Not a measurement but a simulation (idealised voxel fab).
Presented below is a process module, voxel ribs on slabs.
We display cut, a cross-section 165 nm in width whose square cells are each 5 nm.
Reading order for cross-sections: top band down to bottom band. Underlying form: a grid of square cells. Band size: one or more rows of cells.
Basically the band line says how high the top is and how high the bottom is, in nm, and then what's in it from left to right, every material with its width in nm. Empty space shows up as "air", and if a single material carries "edge to edge" it runs the full band edge to edge.
It should be noted that heights are counted from 0, beneath which the wafer as supplied is of one material throughout, and that the lowest band possesses no lower boundary but continues downward, as written in "from 0 down".
The notation "30..40" denotes a width that varies across the rows of cells in the band, beginning at the first number in the top row, finishing at the second number in the bottom row, and changing by an identical amount from each row to the next.
"no alteration" for a step: no cell of the cross-section changed in that step.
Entry "Unvented internal voids" = empty spaces >= 8 cells with no open way to the top; each as width x height at distance, distance from left edge, all nm.
It should be noted that, on the line of a given step, the content following the step's settings is a remark produced by the simulator itself with respect to that step.
overlay nm: for a step with a mask, the amount by which the mask lay right of where it was planned; a negative amount means left of it.

**Intended process steps**
| 1 | RECEIVE | material Si |
| 2 | DIRECTIONAL_DEP | material SiO2 | thk nm 30 |
| 3 | DIRECTIONAL_DEP | material SiN | thk nm 25 |
| 4 | MASKED_ETCH | tone cover | mask id RIB | width nm 25 | etch materials SiN | depth nm 15 | overlay nm 0 |
| 5 | DIRECTIONAL_DEP | material aC | thk nm 15 |
| 6 | PATTERN | tone cover | mask id SLAB | material resist | width nm 55 | thk nm 30 | overlay nm 0 |
| 7 | DIRECTIONAL_ETCH | etch materials aC | depth nm 15 |
| 8 | STRIP | etch materials resist |
| 9 | DIRECTIONAL_ETCH | etch materials SiN | depth nm 10 |
| 10 | STRIP | etch materials aC |
| 11 | FILL_DEP | material SiO2 | thk nm 15 |
| 12 | CMP | height nm 65 |
| 13 | DIRECTIONAL_DEP | material W | thk nm 5 |
| 14 | PATTERN | tone cover | mask id HEATER | material resist | width nm 35 | thk nm 20 | overlay nm 0 |
| 15 | DIRECTIONAL_ETCH | etch materials W | depth nm 5 |
| 16 | STRIP | etch materials resist |
| 17 | CONFORMAL_DEP | material SiO2 | thk nm 5 |

**This is the cross-section of the wafer as we received it, i.e. after step 1**
- from 0 down  Si edge to edge
- Unvented internal voids: none

**Starting structure and process plan are as shown above, but one mistake was made in running the module; the wafer cross-section at the end of the module follows**
- from 75 to 70  air 60 nm, SiN 45 nm, air 60 nm
- from 70 to 65  SiN 65 nm, W 35 nm, SiN 65 nm
- from 65 to 55  SiO2 edge to edge
- from 55 to 40  SiO2 70 nm, SiN 25 nm, SiO2 70 nm
- from 40 to 30  SiO2 55 nm, SiN 55 nm, SiO2 55 nm
- from 30 to 0  SiO2 edge to edge
- from 0 down  Si edge to edge
- Unvented internal voids: none
Processing error: so step 17 ended up running with a different setting than we planned, it ran as CONFORMAL_DEP | material SiN | thk nm 5
